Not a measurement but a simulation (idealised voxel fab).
process module | voxel self aligned contacts
cross-section cut | 255 nm wide | cells 5 nm
A cross-section is a grid of square cells, given in bands from the top down. A band is one or more rows of cells.
Each band's line starts with the height of the band's top and of its bottom, in nm. Then come its materials from left to right, each with its width in nm. One material with "throughout" fills the band from edge to edge. "air" is empty space.
Height 0 is the level under which the wafer as received is all one material. The lowest band goes on downwards, as in "0 down".
A width such as "30 to 40" changes by the same amount from each row of cells to the next, from the band's top row to its bottom row.
"no change" after a step means that no cell of the cross-section changed.
closed voids: empty space of 8 cells or more with no open way to the top, each as width x height at its distance from the left edge, in nm
after a step's settings: what the simulator itself notes on the step
overlay nm, on a step with a mask: how far to the right of its planned place the mask lay; to the left if negative
plan
1 op RECEIVE | material Si
2 op OXIDIZE | depth nm 5
3 op DIRECTIONAL_DEP | material polySi | thk nm 30
4 op DIRECTIONAL_DEP | material SiN | thk nm 25
5 op DIRECTIONAL_DEP | material aC | thk nm 10
6 op PATTERN | tone cover | mask id GATE | material resist | width nm 30 | pitch nm 75 | thk nm 30 | overlay nm 0
7 op DIRECTIONAL_ETCH | etch materials aC | depth nm 10
8 op STRIP | etch materials resist
9 op DIRECTIONAL_ETCH | etch materials SiN | depth nm 25
10 op DIRECTIONAL_ETCH | etch materials polySi | depth nm 30
11 op STRIP | etch materials aC
12 op CONFORMAL_DEP | material SiN | thk nm 10
13 op DIRECTIONAL_ETCH | etch materials SiN | depth nm 10
14 op FILL_DEP | material SiO2 | thk nm 15
15 op CMP | height nm 60
16 op MASKED_ETCH | tone open | mask id CONTACT | width nm 55 | etch materials SiO2 | depth nm 65 | overlay nm 0
17 op CONFORMAL_DEP | material TiN | thk nm 5
18 op FILL_DEP | material W | thk nm 5
19 op CMP | height nm 60
20 op CONFORMAL_DEP | material SiCN | thk nm 5
as received, after step 1
  0 down: Si throughout
  closed voids: none
first wafer at the end, as planned
  65 to 60: SiCN throughout
  60 to 55: SiO2 100 | TiN 20 | W 15 | TiN 20 | SiO2 100
  55 to 30: SiO2 65 | SiN 50 | TiN 5 | W 15 | TiN 5 | SiN 50 | SiO2 65
  30 to 0: SiO2 65 | SiN 10 | polySi 30 | SiN 10 | TiN 5 | W 15 | TiN 5 | SiN 10 | polySi 30 | SiN 10 | SiO2 65
  0 to -5: SiO2 115 | TiN 25 | SiO2 115
  -5 down: Si throughout
  closed voids: none
second wafer at the end: like start, like plan, one mistake
  65 to 60: SiCN throughout
  60 to 55: SiO2 100 | TiN 20 | W 15 | TiN 20 | SiO2 100
  55 to 30: SiO2 65 | SiN 10 | polySi 30 | SiN 10 | TiN 5 | W 15 | TiN 5 | SiN 10 | polySi 30 | SiN 10 | SiO2 65
  30 to 25: SiO2 65 | SiN 10 | polySi 30 | SiN 10 | TiN 25 | SiN 10 | polySi 30 | SiN 10 | SiO2 65
  25 to 0: SiN throughout
  0 to -5: SiO2 throughout
  -5 down: Si throughout
  closed voids: none
what went wrong: steps 3 and 4 were swapped
at the end the second wafer has, in cells: 155 more of SiN | 125 fewer of SiO2 | 12 fewer of TiN | 18 fewer of W
